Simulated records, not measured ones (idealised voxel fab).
Process module heading - voxel ribs on slabs
This is section cut - it's 215 nm across, gridded in 5 nm square cells.
Bands, listed from the top down, are how a cross-section gets written in this document; the cross-section itself is a grid of square cells, and a band is one or more rows of them. Each band's line starts with the height of the band's top and of its bottom, in nm. Then come its materials from left to right, each with its width in nm. One material with "all across" fills the band from edge to edge. "blank" is empty space. Measure heights from 0. That's the level where, below it, the as-received wafer is all one material. The lowest band is bottomless and extends downward; write it as in "z 0 and below". Per-row width for "30 to 40": begins at first number (top row of band), ends at second number (bottom row), increment between rows held constant. "remains unaltered", as given for a step, is the statement that not any cell of the cross-section underwent a change during that step. "Fully sealed cavities" enumerates empty spaces isolated from the top, with no open way to it, that contain at least 8 cells, giving each as width x height at distance from the left edge, all three in nm. Heads up: the bit after the settings on a step's line is the simulator's remark on that step. Steps that use a mask can have "overlay nm" on their line. It says how far the mask sat to the right of where it was meant to be. Negative means to the left.
plan
step 1: RECEIVE with material Si
step 2: DIRECTIONAL_DEP with material SiO2, thk nm 20
step 3: DIRECTIONAL_DEP with material SiN, thk nm 25
step 4: MASKED_ETCH with tone cover, mask id RIB, width nm 30, etch materials SiN, depth nm 10, overlay nm 0
step 5: DIRECTIONAL_DEP with material aC, thk nm 15
step 6: PATTERN with tone cover, mask id SLAB, material resist, width nm 60, thk nm 30, overlay nm 0
step 7: DIRECTIONAL_ETCH with etch materials aC, depth nm 15
step 8: STRIP with etch materials resist
step 9: DIRECTIONAL_ETCH with etch materials SiN, depth nm 15
step 10: STRIP with etch materials aC
step 11: FILL_DEP with material SiO2, thk nm 20
step 12: CMP with height nm 55
step 13: DIRECTIONAL_DEP with material TiN, thk nm 5
step 14: PATTERN with tone cover, mask id HEATER, material resist, width nm 40, thk nm 15, overlay nm 0
step 15: DIRECTIONAL_ETCH with etch materials TiN, depth nm 5
step 16: STRIP with etch materials resist
step 17: CONFORMAL_DEP with material SiO2, thk nm 10
Received-state cross-section, reflecting completion of step 1
* z 0 and below = Si all across
* Fully sealed cavities: none
Cross-section, end of module. Start: as above. Plan: as above. Execution: one mistake
* z 70 to 65 = 75 nm blank | 60 nm SiO2 | 80 nm blank
* z 65 to 60 = SiO2 all across
* z 60 to 55 = 85 nm SiO2 | 40 nm TiN | 90 nm SiO2
* z 55 to 35 = SiO2 all across
* z 35 to 30 = 75 nm SiN | 60 nm SiO2 | 80 nm SiN
* z 30 to 20 = 75 nm SiN | 15 nm SiO2 | 30 nm SiN | 15 nm SiO2 | 80 nm SiN
* z 20 to 0 = SiO2 all across
* z 0 and below = Si all across
* Fully sealed cavities: none
What went wrong in running the wafer? step 6 was not run as planned; what actually ran was PATTERN with tone open, mask id SLAB, material resist, width nm 60, thk nm 30, overlay nm 0
